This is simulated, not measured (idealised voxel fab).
The following process module bears the name voxel ribs on slabs.
Cross-sectional view cut (width: 200 nm; square cell size: 5 nm).
Just so we're on the same page, the cross-sections are grids of square cells, and they're listed out in bands top to bottom, each band one or more rows deep.
Band: top height; bottom height; in nm. Then, left to right: material with width in nm, for each material. "throughout": a single material spanning edge to edge. "blank": empty space.
Below 0: as-received wafer, all one material; heights counted from there. Lowest band: no bottom, goes on down, written "0 -> down".
Width "30 to 40": first value at the band's top row of cells, second value at its bottom row, equal change from row to row.
What does "no change" mean for a step? It means no cell of the cross-section changed in that step.
"Closed-off voids" lists enclosed empty spaces (at least 8 cells, no open path upward to the top), each as width x height at distance from the left edge, in nm.
Anything after a step's settings on that line? It's the simulator's own note about the step.
The optional step-line setting "overlay nm" applies to steps with a mask and quantifies how far to the right of its planned location the mask lay, a negative value indicating leftward placement.

plan:
1. RECEIVE (material Si)
2. DIRECTIONAL_DEP (material SiO2; thk nm 20)
3. DIRECTIONAL_DEP (material SiN; thk nm 25)
4. PATTERN (tone cover; mask id RIB; material resist; width nm 20; thk nm 20; overlay nm 0)
5. DIRECTIONAL_ETCH (etch materials SiN; depth nm 5)
6. STRIP (etch materials resist)
7. PATTERN (tone cover; mask id SLAB; material resist; width nm 80; thk nm 15; overlay nm -15)
8. DIRECTIONAL_ETCH (etch materials SiN; depth nm 20)
9. STRIP (etch materials resist)
10. FILL_DEP (material SiO2; thk nm 30)
11. CMP (height nm 65)
12. DIRECTIONAL_DEP (material W; thk nm 10)
13. MASKED_ETCH (tone cover; mask id HEATER; width nm 30; etch materials W; depth nm 10; overlay nm 0)
14. CONFORMAL_DEP (material SiO2; thk nm 10)
The wafers in this document start out alike and differ in the overlay nm applied at step 7; the plan shows the value used for the first wafer.

Sectional view: first of several wafers, as received, after step 1:
- 0 -> down  Si throughout
- Closed-off voids: none

End of module, by wafer: material-by-material cell gain (+) or loss (-) since receipt, then closed voids:
overlay nm -15, +68 SiN, +540 SiO2, +12 W, Closed-off voids: none
overlay nm -10, +68 SiN, +540 SiO2, +12 W, Closed-off voids: none
overlay nm -5, +68 SiN, +540 SiO2, +12 W, Closed-off voids: none
overlay nm 0, +68 SiN, +540 SiO2, +12 W, Closed-off voids: none
overlay nm 5, +68 SiN, +540 SiO2, +12 W, Closed-off voids: none
overlay nm 10, +68 SiN, +540 SiO2, +12 W, Closed-off voids: none
overlay nm 15, +68 SiN, +540 SiO2, +12 W, Closed-off voids: none
